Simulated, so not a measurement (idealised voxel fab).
Documented hereafter: the process module known as voxel trench capacitor.
Cross-section cut spans 285 nm and uses square cells 5 nm in size.
Cross-section format: a grid of square cells, given as bands from top to bottom; each band is one or more rows of cells.
Basically the band line says how high the top is and how high the bottom is, in nm, and then what's in it from left to right, every material with its width in nm. Empty space shows up as "blank", and if a single material carries "everywhere" it runs the full band edge to edge.
Heights are measured from 0, the level below which the as-received wafer is all one material; the lowest band has no bottom and continues downward, written as in "0 and below".
Note: "30 to 40" means the width goes from the first number (top row of the band) to the second number (bottom row) in equal steps per row of cells.
Take "remains unaltered" at face value: in the step it is given for, the cross-section changed in none of its cells.
"Closed void catalog" specifies each empty space that is not open to the top and that occupies no fewer than 8 cells, using the form width x height at distance, the distance measured from the left edge and all three quantities in nm.
Past the settings on a step's line: simulator remark, on that step.
Regarding "overlay nm": on a step with a mask, it is the distance the mask lay to the right of its planned place; a negative value places it to the left.
Note: before/after cross-section pairs follow, one process step per pair, after-side truncated at the lowest changed band, step and settings given beneath. Different runs of this module on the same starting wafer may supply the pairs; a pair continues the one above only where the "Pre-step snapshot" entry says so.
Pre-step snapshot:
    0 and below = Si everywhere
    Closed void catalog: none
State After Step:
    10 down to 0 = SiN everywhere
    Anything lower than 0 is untouched.
    Closed void catalog: none
It is this step that lies between the two cross-sections above: op CONFORMAL_DEP | material SiN | thk nm 10
Pre-step snapshot: = after-state of the pair above.
State After Step:
    10 down to 0 = SiN (115) | blank (15) | SiN (20) | blank (15) | SiN (120)
    Anything lower than 0 is untouched.
    Closed void catalog: none
It is this step that lies between the two cross-sections above: op MASKED_ETCH | tone open | mask id TRENCH | width nm 15 | pitch nm 35 | etch materials SiN | depth nm 10 | overlay nm 0
Pre-step snapshot: = after-state of the pair above.
State After Step:
    10 down to 0 = SiN (115) | blank (15) | SiN (20) | blank (15) | SiN (120)
    0 down to -25 = Si (115) | blank (15) | Si (20) | blank (15) | Si (120)
    Anything lower than -25 is untouched.
    Closed void catalog: none
It is this step that lies between the two cross-sections above: op MASKED_ETCH | tone open | mask id TRENCH | width nm 15 | pitch nm 35 | etch materials Si | depth nm 25 | overlay nm 0
Pre-step snapshot: = after-state of the pair above.
State After Step:
    15 down to 10 = Al2O3 (120) | blank (5) | Al2O3 (30) | blank (5) | Al2O3 (125)
    10 down to 0 = SiN (115) | Al2O3 (5) | blank (5) | Al2O3 (5) | SiN (20) | Al2O3 (5) | blank (5) | Al2O3 (5) | SiN (120)
    0 down to -20 = Si (115) | Al2O3 (5) | blank (5) | Al2O3 (5) | Si (20) | Al2O3 (5) | blank (5) | Al2O3 (5) | Si (120)
    -20 down to -25 = Si (115) | Al2O3 (15) | Si (20) | Al2O3 (15) | Si (120)
    Anything lower than -25 is untouched.
    Closed void catalog: none
It is this step that lies between the two cross-sections above: op CONFORMAL_DEP | material Al2O3 | thk nm 5
Pre-step snapshot: = after-state of the pair above.
State After Step:
    25 down to 15 = polySi everywhere
    15 down to 10 = Al2O3 (120) | polySi (5) | Al2O3 (30) | polySi (5) | Al2O3 (125)
    10 down to 0 = SiN (115) | Al2O3 (5) | polySi (5) | Al2O3 (5) | SiN (20) | Al2O3 (5) | polySi (5) | Al2O3 (5) | SiN (120)
    0 down to -20 = Si (115) | Al2O3 (5) | polySi (5) | Al2O3 (5) | Si (20) | Al2O3 (5) | polySi (5) | Al2O3 (5) | Si (120)
    Anything lower than -20 is untouched.
    Closed void catalog: none
It is this step that lies between the two cross-sections above: op FILL_DEP | material polySi | thk nm 10
Pre-step snapshot: = after-state of the pair above.
State After Step:
    10 down to 0 = SiN (115) | Al2O3 (5) | polySi (5) | Al2O3 (5) | SiN (20) | Al2O3 (5) | polySi (5) | Al2O3 (5) | SiN (120)
    Anything lower than 0 is untouched.
    Closed void catalog: none
It is this step that lies between the two cross-sections above: op CMP | height nm 10
Pre-step snapshot:
    10 down to 0 = SiN (115) | blank (15) | SiN (20) | blank (15) | SiN (120)
    0 down to -25 = Si (115) | blank (15) | Si (20) | blank (15) | Si (120)
    -25 and below = Si everywhere
    Closed void catalog: none
State After Step:
    10 down to 0 = SiN (115) | blank (15) | SiN (20) | blank (15) | SiN (120)
    0 down to -50 = Si (115) | blank (15) | Si (20) | blank (15) | Si (120)
    Anything lower than -50 is untouched.
    Closed void catalog: none
It is this step that lies between the two cross-sections above: op MASKED_ETCH | tone open | mask id TRENCH | width nm 15 | pitch nm 35 | etch materials Si | depth nm 25 | overlay nm 0
Pre-step snapshot: = after-state of the pair above.
State After Step:
    15 down to 10 = Al2O3 (120) | blank (5) | Al2O3 (30) | blank (5) | Al2O3 (125)
    10 down to 0 = SiN (115) | Al2O3 (5) | blank (5) | Al2O3 (5) | SiN (20) | Al2O3 (5) | blank (5) | Al2O3 (5) | SiN (120)
    0 down to -45 = Si (115) | Al2O3 (5) | blank (5) | Al2O3 (5) | Si (20) | Al2O3 (5) | blank (5) | Al2O3 (5) | Si (120)
    -45 down to -50 = Si (115) | Al2O3 (15) | Si (20) | Al2O3 (15) | Si (120)
    Anything lower than -50 is untouched.
    Closed void catalog: none
It is this step that lies between the two cross-sections above: op CONFORMAL_DEP | material Al2O3 | thk nm 5
Pre-step snapshot: = after-state of the pair above.
State After Step:
    25 down to 15 = polySi everywhere
    15 down to 10 = Al2O3 (120) | polySi (5) | Al2O3 (30) | polySi (5) | Al2O3 (125)
    10 down to 0 = SiN (115) | Al2O3 (5) | polySi (5) | Al2O3 (5) | SiN (20) | Al2O3 (5) | polySi (5) | Al2O3 (5) | SiN (120)
    0 down to -45 = Si (115) | Al2O3 (5) | polySi (5) | Al2O3 (5) | Si (20) | Al2O3 (5) | polySi (5) | Al2O3 (5) | Si (120)
    Anything lower than -45 is untouched.
    Closed void catalog: none
It is this step that lies between the two cross-sections above: op FILL_DEP | material polySi | thk nm 10
Pre-step snapshot: = after-state of the pair above.
State After Step:
    10 down to 0 = SiN (115) | Al2O3 (5) | polySi (5) | Al2O3 (5) | SiN (20) | Al2O3 (5) | polySi (5) | Al2O3 (5) | SiN (120)
    Anything lower than 0 is untouched.
    Closed void catalog: none
It is this step that lies between the two cross-sections above: op CMP | height nm 10
Pre-step snapshot:
    10 down to 0 = SiN (115) | blank (15) | SiN (20) | blank (15) | SiN (120)
    0 and below = Si everywhere
    Closed void catalog: none
State After Step:
    10 down to 0 = SiN (115) | blank (15) | SiN (20) | blank (15) | SiN (120)
    0 down to -20 = Si (115) | blank (15) | Si (20) | blank (15) | Si (120)
    Anything lower than -20 is untouched.
    Closed void catalog: none
It is this step that lies between the two cross-sections above: op MASKED_ETCH | tone open | mask id TRENCH | width nm 15 | pitch nm 35 | etch materials Si | depth nm 20 | overlay nm 0
Pre-step snapshot: = after-state of the pair above.
State After Step:
    15 down to 10 = Al2O3 (120) | blank (5) | Al2O3 (30) | blank (5) | Al2O3 (125)
    10 down to 0 = SiN (115) | Al2O3 (5) | blank (5) | Al2O3 (5) | SiN (20) | Al2O3 (5) | blank (5) | Al2O3 (5) | SiN (120)
    0 down to -15 = Si (115) | Al2O3 (5) | blank (5) | Al2O3 (5) | Si (20) | Al2O3 (5) | blank (5) | Al2O3 (5) | Si (120)
    -15 down to -20 = Si (115) | Al2O3 (15) | Si (20) | Al2O3 (15) | Si (120)
    Anything lower than -20 is untouched.
    Closed void catalog: none
It is this step that lies between the two cross-sections above: op CONFORMAL_DEP | material Al2O3 | thk nm 5
Pre-step snapshot: = after-state of the pair above.
State After Step:
    25 down to 15 = polySi everywhere
    15 down to 10 = Al2O3 (120) | polySi (5) | Al2O3 (30) | polySi (5) | Al2O3 (125)
    10 down to 0 = SiN (115) | Al2O3 (5) | polySi (5) | Al2O3 (5) | SiN (20) | Al2O3 (5) | polySi (5) | Al2O3 (5) | SiN (120)
    0 down to -15 = Si (115) | Al2O3 (5) | polySi (5) | Al2O3 (5) | Si (20) | Al2O3 (5) | polySi (5) | Al2O3 (5) | Si (120)
    Anything lower than -15 is untouched.
    Closed void catalog: none
It is this step that lies between the two cross-sections above: op FILL_DEP | material polySi | thk nm 10
Pre-step snapshot: = after-state of the pair above.
State After Step:
    10 down to 0 = SiN (115) | Al2O3 (5) | polySi (5) | Al2O3 (5) | SiN (20) | Al2O3 (5) | polySi (5) | Al2O3 (5) | SiN (120)
    Anything lower than 0 is untouched.
    Closed void catalog: none
It is this step that lies between the two cross-sections above: op CMP | height nm 10
Pre-step snapshot:
    10 down to 0 = SiN everywhere
    0 and below = Si everywhere
    Closed void catalog: none
State After Step:
    10 down to 0 = SiN (115) | blank (20) | SiN (15) | blank (20) | SiN (115)
    Anything lower than 0 is untouched.
    Closed void catalog: none
It is this step that lies between the two cross-sections above: op MASKED_ETCH | tone open | mask id TRENCH | width nm 20 | pitch nm 35 | etch materials SiN | depth nm 10 | overlay nm 0
Pre-step snapshot: = after-state of the pair above.
State After Step:
    10 down to 0 = SiN (115) | blank (20) | SiN (15) | blank (20) | SiN (115)
    0 down to -25 = Si (115) | blank (15) | Si (20) | blank (15) | Si (120)
    Anything lower than -25 is untouched.
    Closed void catalog: none
It is this step that lies between the two cross-sections above: op MASKED_ETCH | tone open | mask id TRENCH | width nm 15 | pitch nm 35 | etch materials Si | depth nm 25 | overlay nm 0
Pre-step snapshot: = after-state of the pair above.
State After Step:
    15 down to 10 = Al2O3 (120) | blank (10) | Al2O3 (25) | blank (10) | Al2O3 (120)
    10 down to 0 = SiN (115) | Al2O3 (5) | blank (10 to 5) | Al2O3 (5 to 10) | SiN (15) | Al2O3 (5) | blank (10 to 5) | Al2O3 (5 to 10) | SiN (115)
    0 down to -20 = Si (115) | Al2O3 (5) | blank (5) | Al2O3 (5) | Si (20) | Al2O3 (5) | blank (5) | Al2O3 (5) | Si (120)
    -20 down to -25 = Si (115) | Al2O3 (15) | Si (20) | Al2O3 (15) | Si (120)
    Anything lower than -25 is untouched.
    Closed void catalog: none
It is this step that lies between the two cross-sections above: op CONFORMAL_DEP | material Al2O3 | thk nm 5
Pre-step snapshot: = after-state of the pair above.
State After Step:
    25 down to 15 = polySi everywhere
    15 down to 10 = Al2O3 (120) | polySi (10) | Al2O3 (25) | polySi (10) | Al2O3 (120)
    10 down to 0 = SiN (115) | Al2O3 (5) | polySi (10 to 5) | Al2O3 (5 to 10) | SiN (15) | Al2O3 (5) | polySi (10 to 5) | Al2O3 (5 to 10) | SiN (115)
    0 down to -20 = Si (115) | Al2O3 (5) | polySi (5) | Al2O3 (5) | Si (20) | Al2O3 (5) | polySi (5) | Al2O3 (5) | Si (120)
    Anything lower than -20 is untouched.
    Closed void catalog: none
It is this step that lies between the two cross-sections above: op FILL_DEP | material polySi | thk nm 10
Pre-step snapshot: = after-state of the pair above.
State After Step:
    10 down to 0 = SiN (115) | Al2O3 (5) | polySi (10 to 5) | Al2O3 (5 to 10) | SiN (15) | Al2O3 (5) | polySi (10 to 5) | Al2O3 (5 to 10) | SiN (115)
    Anything lower than 0 is untouched.
    Closed void catalog: none
It is this step that lies between the two cross-sections above: op CMP | height nm 10
Pre-step snapshot:
    10 down to 0 = SiN (115) | blank (15) | SiN (20) | blank (15) | SiN (120)
    0 and below = Si everywhere
    Closed void catalog: none
State After Step:
    10 down to 0 = SiN (115) | blank (15) | SiN (20) | blank (15) | SiN (120)
    0 down to -25 = Si (120) | blank (10) | Si (25) | blank (10) | Si (120)
    Anything lower than -25 is untouched.
    Closed void catalog: none
It is this step that lies between the two cross-sections above: op MASKED_ETCH | tone open | mask id TRENCH | width nm 15 | pitch nm 35 | etch materials Si | depth nm 25 | overlay nm 5
Pre-step snapshot: = after-state of the pair above.
State After Step:
    15 down to 10 = Al2O3 (120) | blank (5) | Al2O3 (30) | blank (5) | Al2O3 (125)
    10 down to 5 = SiN (115) | Al2O3 (5) | blank (5) | Al2O3 (5) | SiN (20) | Al2O3 (5) | blank (5) | Al2O3 (5) | SiN (120)
    5 down to 0 = SiN (115) | Al2O3 (15) | SiN (20) | Al2O3 (15) | SiN (120)
    0 down to -25 = Si (120) | Al2O3 (10) | Si (25) | Al2O3 (10) | Si (120)
    Anything lower than -25 is untouched.
    Closed void catalog: none
It is this step that lies between the two cross-sections above: op CONFORMAL_DEP | material Al2O3 | thk nm 5
Pre-step snapshot: = after-state of the pair above.
State After Step:
    25 down to 15 = polySi everywhere
    15 down to 10 = Al2O3 (120) | polySi (5) | Al2O3 (30) | polySi (5) | Al2O3 (125)
    10 down to 5 = SiN (115) | Al2O3 (5) | polySi (5) | Al2O3 (5) | SiN (20) | Al2O3 (5) | polySi (5) | Al2O3 (5) | SiN (120)
    Anything lower than 5 is untouched.
    Closed void catalog: none
It is this step that lies between the two cross-sections above: op FILL_DEP | material polySi | thk nm 10
Pre-step snapshot: = after-state of the pair above.
State After Step:
    10 down to 5 = SiN (115) | Al2O3 (5) | polySi (5) | Al2O3 (5) | SiN (20) | Al2O3 (5) | polySi (5) | Al2O3 (5) | SiN (120)
    Anything lower than 5 is untouched.
    Closed void catalog: none
It is this step that lies between the two cross-sections above: op CMP | height nm 10
Pre-step snapshot:
    15 down to 10 = Al2O3 (120) | blank (5) | Al2O3 (30) | blank (5) | Al2O3 (125)
    10 down to 0 = SiN (115) | Al2O3 (5) | blank (5) | Al2O3 (5) | SiN (20) | Al2O3 (5) | blank (5) | Al2O3 (5) | SiN (120)
    0 down to -20 = Si (115) | Al2O3 (5) | blank (5) | Al2O3 (5) | Si (20) | Al2O3 (5) | blank (5) | Al2O3 (5) | Si (120)
    -20 down to -25 = Si (115) | Al2O3 (15) | Si (20) | Al2O3 (15) | Si (120)
    -25 and below = Si everywhere
    Closed void catalog: none
State After Step:
    25 down to 15 = SiN everywhere
    15 down to 10 = Al2O3 (120) | SiN (5) | Al2O3 (30) | SiN (5) | Al2O3 (125)
    10 down to 0 = SiN (115) | Al2O3 (5) | SiN (5) | Al2O3 (5) | SiN (20) | Al2O3 (5) | SiN (5) | Al2O3 (5) | SiN (120)
    0 down to -20 = Si (115) | Al2O3 (5) | SiN (5) | Al2O3 (5) | Si (20) | Al2O3 (5) | SiN (5) | Al2O3 (5) | Si (120)
    Anything lower than -20 is untouched.
    Closed void catalog: none
It is this step that lies between the two cross-sections above: op FILL_DEP | material SiN | thk nm 10
Pre-step snapshot: = after-state of the pair above.
State After Step:
    10 down to 0 = SiN (115) | Al2O3 (5) | SiN (5) | Al2O3 (5) | SiN (20) | Al2O3 (5) | SiN (5) | Al2O3 (5) | SiN (120)
    Anything lower than 0 is untouched.
    Closed void catalog: none
It is this step that lies between the two cross-sections above: op CMP | height nm 10
Pre-step snapshot:
    10 down to 0 = SiN everywhere
    0 and below = Si everywhere
    Closed void catalog: none
State After Step:
    10 down to 0 = blank (115) | SiN (15) | blank (20) | SiN (15) | blank (120)
    Anything lower than 0 is untouched.
    Closed void catalog: none
It is this step that lies between the two cross-sections above: op MASKED_ETCH | tone cover | mask id TRENCH | width nm 15 | pitch nm 35 | etch materials SiN | depth nm 10 | overlay nm 0
Pre-step snapshot: = after-state of the pair above.
State After Step:
    15 down to 10 = blank (110) | Al2O3 (25) | blank (10) | Al2O3 (25) | blank (115)
    10 down to 5 = blank (110) | Al2O3 (5) | SiN (15) | Al2O3 (5) | blank (10) | Al2O3 (5) | SiN (15) | Al2O3 (5) | blank (115)
    5 down to 0 = Al2O3 (115) | SiN (15) | Al2O3 (20) | SiN (15) | Al2O3 (120)
    Anything lower than 0 is untouched.
    Closed void catalog: none
It is this step that lies between the two cross-sections above: op CONFORMAL_DEP | material Al2O3 | thk nm 5
Pre-step snapshot: = after-state of the pair above.
State After Step:
    25 down to 15 = polySi everywhere
    15 down to 10 = polySi (110) | Al2O3 (25) | polySi (10) | Al2O3 (25) | polySi (115)
    10 down to 5 = polySi (110) | Al2O3 (5) | SiN (15) | Al2O3 (5) | polySi (10) | Al2O3 (5) | SiN (15) | Al2O3 (5) | polySi (115)
    Anything lower than 5 is untouched.
    Closed void catalog: none
It is this step that lies between the two cross-sections above: op FILL_DEP | material polySi | thk nm 10
Pre-step snapshot: = after-state of the pair above.
State After Step:
    10 down to 5 = polySi (110) | Al2O3 (5) | SiN (15) | Al2O3 (5) | polySi (10) | Al2O3 (5) | SiN (15) | Al2O3 (5) | polySi (115)
    Anything lower than 5 is untouched.
    Closed void catalog: none
It is this step that lies between the two cross-sections above: op CMP | height nm 10
